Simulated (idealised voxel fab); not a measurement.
process module | voxel gate over fins
cross-section cut | 255 nm wide | cells 5 nm
A cross-section is a grid of square cells, given in bands from the top down. A band is one or more rows of cells.
Each band's line starts with the height of the band's top and of its bottom, in nm. Then come its materials from left to right, each with its width in nm. One material with "throughout" fills the band from edge to edge. "air" is empty space.
Height 0 is the level under which the wafer as received is all one material. The lowest band goes on downwards, as in "0 down".
A width such as "30 to 40" changes by the same amount from each row of cells to the next, from the band's top row to its bottom row.
"no change" after a step means that no cell of the cross-section changed.
closed voids: empty space of 8 cells or more with no open way to the top, each as width x height at its distance from the left edge, in nm
after a step's settings: what the simulator itself notes on the step
overlay nm, on a step with a mask: how far to the right of its planned place the mask lay; to the left if negative
plan
1 op RECEIVE | material Si
2 op CONFORMAL_DEP | material SiN | thk nm 5
3 op DIRECTIONAL_DEP | material aC | thk nm 15
4 op PATTERN | tone cover | mask id FINS | material resist | width nm 15 | pitch nm 50 | thk nm 30 | overlay nm 0
5 op DIRECTIONAL_ETCH | etch materials aC | depth nm 15
6 op STRIP | etch materials resist
7 op DIRECTIONAL_ETCH | etch materials SiN | depth nm 5
8 op DIRECTIONAL_ETCH | etch materials Si | depth nm 40
9 op STRIP | etch materials aC
10 op OXIDIZE | depth nm 5
11 op FILL_DEP | material SiO2 | thk nm 15
12 op CMP | height nm 5
13 op PATTERN | tone open | mask id RAIL | material resist | width nm 15 | thk nm 15 | overlay nm 0
14 op DIRECTIONAL_ETCH | etch materials SiO2 | depth nm 40
15 op STRIP | etch materials resist
16 op CONFORMAL_DEP | material TiN | thk nm 5
17 op FILL_DEP | material Ru | thk nm 10
18 op CMP | height nm 5
19 op SELECTIVE_ETCH | etch materials W Ru TiN | depth nm 25
20 op FILL_DEP | material SiO2 | thk nm 5
21 op CMP | height nm 5
22 op SELECTIVE_ETCH | etch materials SiO2 | depth nm 15
23 op STRIP | etch materials SiN
24 op CONFORMAL_DEP | material HfO2 | thk nm 5
25 op CONFORMAL_DEP | material TiN | thk nm 5
26 op CONFORMAL_DEP | material TiAl | thk nm 5
27 op CONFORMAL_DEP | material TiN | thk nm 5
28 op FILL_DEP | material W | thk nm 10
29 op CMP | height nm 25
30 op CONFORMAL_DEP | material SiN | thk nm 5
first wafer, as planned
as received, after step 1
  0 down: Si throughout
  closed voids: none
after step 2
  5 to 0: SiN throughout
  below 0: unchanged
after step 3
  20 to 5: aC throughout
  below 5: unchanged
after step 4
  50 to 20: air 70 | resist 15 | air 35 | resist 15 | air 35 | resist 15 | air 70
  below 20: unchanged
after step 5
  35 to 20: air 70 | resist 15 | air 35 | resist 15 | air 35 | resist 15 | air 70
  20 to 5: air 70 | aC 15 | air 35 | aC 15 | air 35 | aC 15 | air 70
  below 5: unchanged
after step 6
  20 to 5: air 70 | aC 15 | air 35 | aC 15 | air 35 | aC 15 | air 70
  below 5: unchanged
after step 7
  20 to 5: air 70 | aC 15 | air 35 | aC 15 | air 35 | aC 15 | air 70
  5 to 0: air 70 | SiN 15 | air 35 | SiN 15 | air 35 | SiN 15 | air 70
  below 0: unchanged
after step 8
  20 to 5: air 70 | aC 15 | air 35 | aC 15 | air 35 | aC 15 | air 70
  5 to 0: air 70 | SiN 15 | air 35 | SiN 15 | air 35 | SiN 15 | air 70
  0 to -40: air 70 | Si 15 | air 35 | Si 15 | air 35 | Si 15 | air 70
  below -40: unchanged
after step 9
  5 to 0: air 70 | SiN 15 | air 35 | SiN 15 | air 35 | SiN 15 | air 70
  below 0: unchanged
after step 10
  5 to 0: air 70 | SiN 15 | air 35 | SiN 15 | air 35 | SiN 15 | air 70
  0 to -40: air 70 | SiO2 5 | Si 5 | SiO2 5 | air 35 | SiO2 5 | Si 5 | SiO2 5 | air 35 | SiO2 5 | Si 5 | SiO2 5 | air 70
  -40 to -45: SiO2 75 | Si 5 | SiO2 45 | Si 5 | SiO2 45 | Si 5 | SiO2 75
  below -45: unchanged
after step 11
  20 to 5: SiO2 throughout
  5 to 0: SiO2 70 | SiN 15 | SiO2 35 | SiN 15 | SiO2 35 | SiN 15 | SiO2 70
  0 to -45: SiO2 75 | Si 5 | SiO2 45 | Si 5 | SiO2 45 | Si 5 | SiO2 75
  below -45: unchanged
after step 12
  5 to 0: SiO2 70 | SiN 15 | SiO2 35 | SiN 15 | SiO2 35 | SiN 15 | SiO2 70
  below 0: unchanged
after step 13
  20 to 5: resist 95 | air 15 | resist 145
  below 5: unchanged
after step 14
  20 to 5: resist 95 | air 15 | resist 145
  5 to 0: SiO2 70 | SiN 15 | SiO2 10 | air 15 | SiO2 10 | SiN 15 | SiO2 35 | SiN 15 | SiO2 70
  0 to -35: SiO2 75 | Si 5 | SiO2 15 | air 15 | SiO2 15 | Si 5 | SiO2 45 | Si 5 | SiO2 75
  below -35: unchanged
after step 15
  5 to 0: SiO2 70 | SiN 15 | SiO2 10 | air 15 | SiO2 10 | SiN 15 | SiO2 35 | SiN 15 | SiO2 70
  below 0: unchanged
after step 16
  10 to 5: TiN 100 | air 5 | TiN 150
  5 to 0: SiO2 70 | SiN 15 | SiO2 10 | TiN 5 | air 5 | TiN 5 | SiO2 10 | SiN 15 | SiO2 35 | SiN 15 | SiO2 70
  0 to -30: SiO2 75 | Si 5 | SiO2 15 | TiN 5 | air 5 | TiN 5 | SiO2 15 | Si 5 | SiO2 45 | Si 5 | SiO2 75
  -30 to -35: SiO2 75 | Si 5 | SiO2 15 | TiN 15 | SiO2 15 | Si 5 | SiO2 45 | Si 5 | SiO2 75
  below -35: unchanged
after step 17
  20 to 10: Ru throughout
  10 to 5: TiN 100 | Ru 5 | TiN 150
  5 to 0: SiO2 70 | SiN 15 | SiO2 10 | TiN 5 | Ru 5 | TiN 5 | SiO2 10 | SiN 15 | SiO2 35 | SiN 15 | SiO2 70
  0 to -30: SiO2 75 | Si 5 | SiO2 15 | TiN 5 | Ru 5 | TiN 5 | SiO2 15 | Si 5 | SiO2 45 | Si 5 | SiO2 75
  below -30: unchanged
after step 18
  5 to 0: SiO2 70 | SiN 15 | SiO2 10 | TiN 5 | Ru 5 | TiN 5 | SiO2 10 | SiN 15 | SiO2 35 | SiN 15 | SiO2 70
  below 0: unchanged
after step 19
  5 to 0: SiO2 70 | SiN 15 | SiO2 10 | air 15 | SiO2 10 | SiN 15 | SiO2 35 | SiN 15 | SiO2 70
  0 to -20: SiO2 75 | Si 5 | SiO2 15 | air 15 | SiO2 15 | Si 5 | SiO2 45 | Si 5 | SiO2 75
  below -20: unchanged
after step 20
  10 to 5: SiO2 throughout
  5 to 0: SiO2 70 | SiN 15 | SiO2 35 | SiN 15 | SiO2 35 | SiN 15 | SiO2 70
  0 to -20: SiO2 75 | Si 5 | SiO2 45 | Si 5 | SiO2 45 | Si 5 | SiO2 75
  below -20: unchanged
after step 21
  5 to 0: SiO2 70 | SiN 15 | SiO2 35 | SiN 15 | SiO2 35 | SiN 15 | SiO2 70
  below 0: unchanged
after step 22
  5 to 0: air 70 | SiN 15 | air 35 | SiN 15 | air 35 | SiN 15 | air 70
  0 to -10: air 75 | Si 5 | air 45 | Si 5 | air 45 | Si 5 | air 75
  below -10: unchanged
after step 23
  0 to -10: air 75 | Si 5 | air 45 | Si 5 | air 45 | Si 5 | air 75
  below -10: unchanged
after step 24
  5 to 0: air 70 | HfO2 15 | air 35 | HfO2 15 | air 35 | HfO2 15 | air 70
  0 to -5: air 70 | HfO2 5 | Si 5 | HfO2 5 | air 35 | HfO2 5 | Si 5 | HfO2 5 | air 35 | HfO2 5 | Si 5 | HfO2 5 | air 70
  -5 to -10: HfO2 75 | Si 5 | HfO2 45 | Si 5 | HfO2 45 | Si 5 | HfO2 75
  below -10: unchanged
after step 25
  10 to 5: air 65 | TiN 25 | air 25 | TiN 25 | air 25 | TiN 25 | air 65
  5 to 0: air 65 | TiN 5 | HfO2 15 | TiN 5 | air 25 | TiN 5 | HfO2 15 | TiN 5 | air 25 | TiN 5 | HfO2 15 | TiN 5 | air 65
  0 to -5: TiN 70 | HfO2 5 | Si 5 | HfO2 5 | TiN 35 | HfO2 5 | Si 5 | HfO2 5 | TiN 35 | HfO2 5 | Si 5 | HfO2 5 | TiN 70
  below -5: unchanged
after step 26
  15 to 10: air 60 | TiAl 35 | air 15 | TiAl 35 | air 15 | TiAl 35 | air 60
  10 to 5: air 60 | TiAl 5 | TiN 25 | TiAl 5 | air 15 | TiAl 5 | TiN 25 | TiAl 5 | air 15 | TiAl 5 | TiN 25 | TiAl 5 | air 60
  5 to 0: TiAl 65 | TiN 5 | HfO2 15 | TiN 5 | TiAl 25 | TiN 5 | HfO2 15 | TiN 5 | TiAl 25 | TiN 5 | HfO2 15 | TiN 5 | TiAl 65
  below 0: unchanged
after step 27
  20 to 15: air 55 | TiN 45 | air 5 | TiN 45 | air 5 | TiN 45 | air 55
  15 to 10: air 55 | TiN 5 | TiAl 35 | TiN 5 | air 5 | TiN 5 | TiAl 35 | TiN 5 | air 5 | TiN 5 | TiAl 35 | TiN 5 | air 55
  10 to 5: TiN 60 | TiAl 5 | TiN 25 | TiAl 5 | TiN 15 | TiAl 5 | TiN 25 | TiAl 5 | TiN 15 | TiAl 5 | TiN 25 | TiAl 5 | TiN 60
  below 5: unchanged
after step 28
  30 to 20: W throughout
  20 to 15: W 55 | TiN 45 | W 5 | TiN 45 | W 5 | TiN 45 | W 55
  15 to 10: W 55 | TiN 5 | TiAl 35 | TiN 5 | W 5 | TiN 5 | TiAl 35 | TiN 5 | W 5 | TiN 5 | TiAl 35 | TiN 5 | W 55
  below 10: unchanged
after step 29
  25 to 20: W throughout
  below 20: unchanged
after step 30
  30 to 25: SiN throughout
  below 25: unchanged
second wafer: like start, like plan, one mistake. Through step 21 it matches the first wafer
when step 22 should have ended
  5 to 0: air 70 | SiN 15 | air 35 | SiN 15 | air 35 | SiN 15 | air 70
  below 0: unchanged
when step 23 should have ended
  0 to -20: SiO2 75 | Si 5 | SiO2 45 | Si 5 | SiO2 45 | Si 5 | SiO2 75
  below -20: unchanged
when step 24 should have ended
  5 to 0: HfO2 throughout
  below 0: unchanged
when step 25 should have ended
  10 to 5: TiN throughout
  below 5: unchanged
when step 26 should have ended
  15 to 10: TiAl throughout
  below 10: unchanged
when step 27 should have ended
  20 to 15: TiN throughout
  below 15: unchanged
when step 28 should have ended
  30 to 20: W throughout
  below 20: unchanged
when step 29 should have ended
  25 to 20: W throughout
  below 20: unchanged
when step 30 should have ended
  30 to 25: SiN throughout
  below 25: unchanged
what went wrong: step 22 ran as: op SELECTIVE_ETCH | etch materials SiO2 | depth nm 5
at the end the second wafer has, in cells: 12 fewer of HfO2 | 96 more of SiO2 | 12 fewer of TiAl | 24 fewer of TiN | 48 fewer of W
